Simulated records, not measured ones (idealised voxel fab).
The following is a process module called voxel plated lines.
Square cells of 5 nm make up the cross-section cut, whose width is 245 nm.
The cross-sections in this document take the form of a grid made of square cells. They are written out as bands, in order from top to bottom. Each band consists of one or more rows of cells.
This entry defines a band. It first specifies the height of the band's top and the height of its bottom in nm, and then specifies the band's materials from left to right, stating each material with its width in nm. The word "all across" identifies a single material that fills the band from edge to edge, while the word "empty" identifies empty space.
Ref level 0: as-received wafer is one material below here. Bottom band extends down with no lower bound ("top 0, no bottom").
So if you see something like "30->40" for the width, read it as the top row of the band sitting at the first number and the bottom row at the second, with every row in between moving by the same amount as the last.
When a step is marked "same as before", none of the cells in the cross-section changed during that step.
Closed empty spaces (no open way to the top) of 8 cells or more are what "Cavities, sealed" lists, each as width x height at distance from the left edge, nm for all three.
Heads up: the bit after the settings on a step's line is the simulator's remark on that step.
A step line may carry the setting "overlay nm", which, for steps involving a mask, states the distance by which the mask lay to the right of its intended position; negative values denote displacement to the left.

Process steps foreseen in the plan
| 1 | RECEIVE [material Si] |
| 2 | CONFORMAL_DEP [material SiN] [thk nm 15] |
| 3 | DIRECTIONAL_DEP [material TiN] [thk nm 5] |
| 4 | PATTERN [tone open] [mask id LINES] [material resist] [width nm 15] [pitch nm 35] [thk nm 40] [overlay nm 0] |
| 5 | EPI [material Ru] [thk nm 5] |
| 6 | EPI [material Ru] [thk nm 5] |
| 7 | EPI [material Ru] [thk nm 5] |
| 8 | STRIP [etch materials resist] |
| 9 | DIRECTIONAL_ETCH [etch materials TiN] [depth nm 5] |
| 10 | CONFORMAL_DEP [material SiN] [thk nm 10] |

First out of two wafers; run went to plan

Cross-section, incoming material, after step 1
	top 0, no bottom  Si all across
	Cavities, sealed: none

Wafer after step 2 (cross-section)
	top 15, bottom 0  SiN all across
	Lower than 0, everything is as it was.

Wafer after step 3 (cross-section)
	top 20, bottom 15  TiN all across
	Lower than 15, everything is as it was.

Wafer after step 4 (cross-section)
	top 60, bottom 20  80 nm resist; 15 nm empty; 20 nm resist; 15 nm empty; 20 nm resist; 15 nm empty; 80 nm resist
	Lower than 20, everything is as it was.

Wafer after step 5 (cross-section)
	top 60, bottom 25  80 nm resist; 15 nm empty; 20 nm resist; 15 nm empty; 20 nm resist; 15 nm empty; 80 nm resist
	top 25, bottom 20  80 nm resist; 15 nm Ru; 20 nm resist; 15 nm Ru; 20 nm resist; 15 nm Ru; 80 nm resist
	Lower than 20, everything is as it was.

Wafer after step 6 (cross-section)
	top 60, bottom 30  80 nm resist; 15 nm empty; 20 nm resist; 15 nm empty; 20 nm resist; 15 nm empty; 80 nm resist
	top 30, bottom 20  80 nm resist; 15 nm Ru; 20 nm resist; 15 nm Ru; 20 nm resist; 15 nm Ru; 80 nm resist
	Lower than 20, everything is as it was.

Wafer after step 7 (cross-section)
	top 60, bottom 35  80 nm resist; 15 nm empty; 20 nm resist; 15 nm empty; 20 nm resist; 15 nm empty; 80 nm resist
	top 35, bottom 20  80 nm resist; 15 nm Ru; 20 nm resist; 15 nm Ru; 20 nm resist; 15 nm Ru; 80 nm resist
	Lower than 20, everything is as it was.

Wafer after step 8 (cross-section)
	top 35, bottom 20  80 nm empty; 15 nm Ru; 20 nm empty; 15 nm Ru; 20 nm empty; 15 nm Ru; 80 nm empty
	Lower than 20, everything is as it was.

Wafer after step 9 (cross-section)
	top 35, bottom 20  80 nm empty; 15 nm Ru; 20 nm empty; 15 nm Ru; 20 nm empty; 15 nm Ru; 80 nm empty
	top 20, bottom 15  80 nm empty; 15 nm TiN; 20 nm empty; 15 nm TiN; 20 nm empty; 15 nm TiN; 80 nm empty
	Lower than 15, everything is as it was.

Wafer after step 10 (cross-section)
	top 45, bottom 35  70 nm empty; 105 nm SiN; 70 nm empty
	top 35, bottom 25  70 nm empty; 10 nm SiN; 15 nm Ru; 20 nm SiN; 15 nm Ru; 20 nm SiN; 15 nm Ru; 10 nm SiN; 70 nm empty
	top 25, bottom 20  80 nm SiN; 15 nm Ru; 20 nm SiN; 15 nm Ru; 20 nm SiN; 15 nm Ru; 80 nm SiN
	top 20, bottom 15  80 nm SiN; 15 nm TiN; 20 nm SiN; 15 nm TiN; 20 nm SiN; 15 nm TiN; 80 nm SiN
	Lower than 15, everything is as it was.

Regarding the second of the two wafers: it shared the first wafer's starting condition and process plan, yet one error occurred during its execution. Its history coincides with that of the first wafer up to and including step 3

X-section, second wafer, when step 4 was due to finish
	top 60, bottom 20  85 nm resist; 15 nm empty; 20 nm resist; 15 nm empty; 20 nm resist; 15 nm empty; 75 nm resist
	Lower than 20, everything is as it was.

X-section, second wafer, when step 5 was due to finish
	top 60, bottom 25  85 nm resist; 15 nm empty; 20 nm resist; 15 nm empty; 20 nm resist; 15 nm empty; 75 nm resist
	top 25, bottom 20  85 nm resist; 15 nm Ru; 20 nm resist; 15 nm Ru; 20 nm resist; 15 nm Ru; 75 nm resist
	Lower than 20, everything is as it was.

X-section, second wafer, when step 6 was due to finish
	top 60, bottom 30  85 nm resist; 15 nm empty; 20 nm resist; 15 nm empty; 20 nm resist; 15 nm empty; 75 nm resist
	top 30, bottom 20  85 nm resist; 15 nm Ru; 20 nm resist; 15 nm Ru; 20 nm resist; 15 nm Ru; 75 nm resist
	Lower than 20, everything is as it was.

X-section, second wafer, when step 7 was due to finish
	top 60, bottom 35  85 nm resist; 15 nm empty; 20 nm resist; 15 nm empty; 20 nm resist; 15 nm empty; 75 nm resist
	top 35, bottom 20  85 nm resist; 15 nm Ru; 20 nm resist; 15 nm Ru; 20 nm resist; 15 nm Ru; 75 nm resist
	Lower than 20, everything is as it was.

X-section, second wafer, when step 8 was due to finish
	top 35, bottom 20  85 nm empty; 15 nm Ru; 20 nm empty; 15 nm Ru; 20 nm empty; 15 nm Ru; 75 nm empty
	Lower than 20, everything is as it was.

X-section, second wafer, when step 9 was due to finish
	top 35, bottom 20  85 nm empty; 15 nm Ru; 20 nm empty; 15 nm Ru; 20 nm empty; 15 nm Ru; 75 nm empty
	top 20, bottom 15  85 nm empty; 15 nm TiN; 20 nm empty; 15 nm TiN; 20 nm empty; 15 nm TiN; 75 nm empty
	Lower than 15, everything is as it was.

X-section, second wafer, when step 10 was due to finish
	top 45, bottom 35  75 nm empty; 105 nm SiN; 65 nm empty
	top 35, bottom 25  75 nm empty; 10 nm SiN; 15 nm Ru; 20 nm SiN; 15 nm Ru; 20 nm SiN; 15 nm Ru; 10 nm SiN; 65 nm empty
	top 25, bottom 20  85 nm SiN; 15 nm Ru; 20 nm SiN; 15 nm Ru; 20 nm SiN; 15 nm Ru; 75 nm SiN
	top 20, bottom 15  85 nm SiN; 15 nm TiN; 20 nm SiN; 15 nm TiN; 20 nm SiN; 15 nm TiN; 75 nm SiN
	Lower than 15, everything is as it was.
Deviation from plan: note that step 4 departed from the planned setting and was carried out as PATTERN [tone open] [mask id LINES] [material resist] [width nm 15] [pitch nm 35] [thk nm 40] [overlay nm 5]
Final wafers compared: equal cell tally per material, rearranged layout.
